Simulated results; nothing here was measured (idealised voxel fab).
process module | voxel released beams
cross-section cut | 215 nm wide | cells 5 nm
A cross-section is a grid of square cells, given in bands from the top down. A band is one or more rows of cells.
Each band's line starts with the height of the band's top and of its bottom, in nm. Then come its materials from left to right, each with its width in nm. One material with "throughout" fills the band from edge to edge. "air" is empty space.
Height 0 is the level under which the wafer as received is all one material. The lowest band goes on downwards, as in "0 down".
A width such as "30 to 40" changes by the same amount from each row of cells to the next, from the band's top row to its bottom row.
"no change" after a step means that no cell of the cross-section changed.
closed voids: empty space of 8 cells or more with no open way to the top, each as width x height at its distance from the left edge, in nm
after a step's settings: what the simulator itself notes on the step
overlay nm, on a step with a mask: how far to the right of its planned place the mask lay; to the left if negative
plan
1 op RECEIVE | material Si
2 op CONFORMAL_DEP | material SiN | thk nm 10
3 op DIRECTIONAL_DEP | material SiO2 | thk nm 10
4 op DIRECTIONAL_DEP | material aC | thk nm 10
5 op PATTERN | tone open | mask id ANCHOR | material resist | width nm 35 | thk nm 25 | overlay nm -15
6 op DIRECTIONAL_ETCH | etch materials aC | depth nm 10
7 op STRIP | etch materials resist
8 op DIRECTIONAL_ETCH | etch materials SiO2 | depth nm 10
9 op STRIP | etch materials aC
10 op CONFORMAL_DEP | material polySi | thk nm 15
11 op DIRECTIONAL_DEP | material aC | thk nm 10
12 op PATTERN | tone cover | mask id BEAM | material resist | width nm 105 | thk nm 30 | overlay nm 0
13 op DIRECTIONAL_ETCH | etch materials aC | depth nm 10
14 op STRIP | etch materials resist
15 op DIRECTIONAL_ETCH | etch materials polySi | depth nm 15
16 op STRIP | etch materials aC
17 op STRIP | etch materials SiO2
varied across the wafers: overlay nm of step 5. The plan shows the first wafer's value. All wafers start alike
first wafer as received, after step 1
  0 down: Si throughout
  closed voids: none
first wafer at the end, after step 17
  35 to 25: air 50 | polySi 5 | air 5 | polySi 95 | air 60
  25 to 20: air 50 | polySi 105 | air 60
  20 to 10: air 40 | polySi 35 | air 140
  10 to 0: SiN throughout
  0 down: Si throughout
  closed voids: none
last wafer at the end
  35 to 25: air 50 | polySi 35 | air 5 | polySi 65 | air 60
  25 to 20: air 50 | polySi 105 | air 60
  20 to 10: air 70 | polySi 35 | air 110
  10 to 0: SiN throughout
  0 down: Si throughout
  closed voids: none
each wafer at the end: cells of each material gained (+) or lost (-) since it was received, then its closed voids
overlay nm -15 | +86 SiN | +75 polySi | closed voids: none
overlay nm -10 | +86 SiN | +75 polySi | closed voids: none
overlay nm -5 | +86 SiN | +75 polySi | closed voids: none
overlay nm 0 | +86 SiN | +75 polySi | closed voids: none
overlay nm 5 | +86 SiN | +75 polySi | closed voids: none
overlay nm 10 | +86 SiN | +75 polySi | closed voids: none
overlay nm 15 | +86 SiN | +75 polySi | closed voids: none
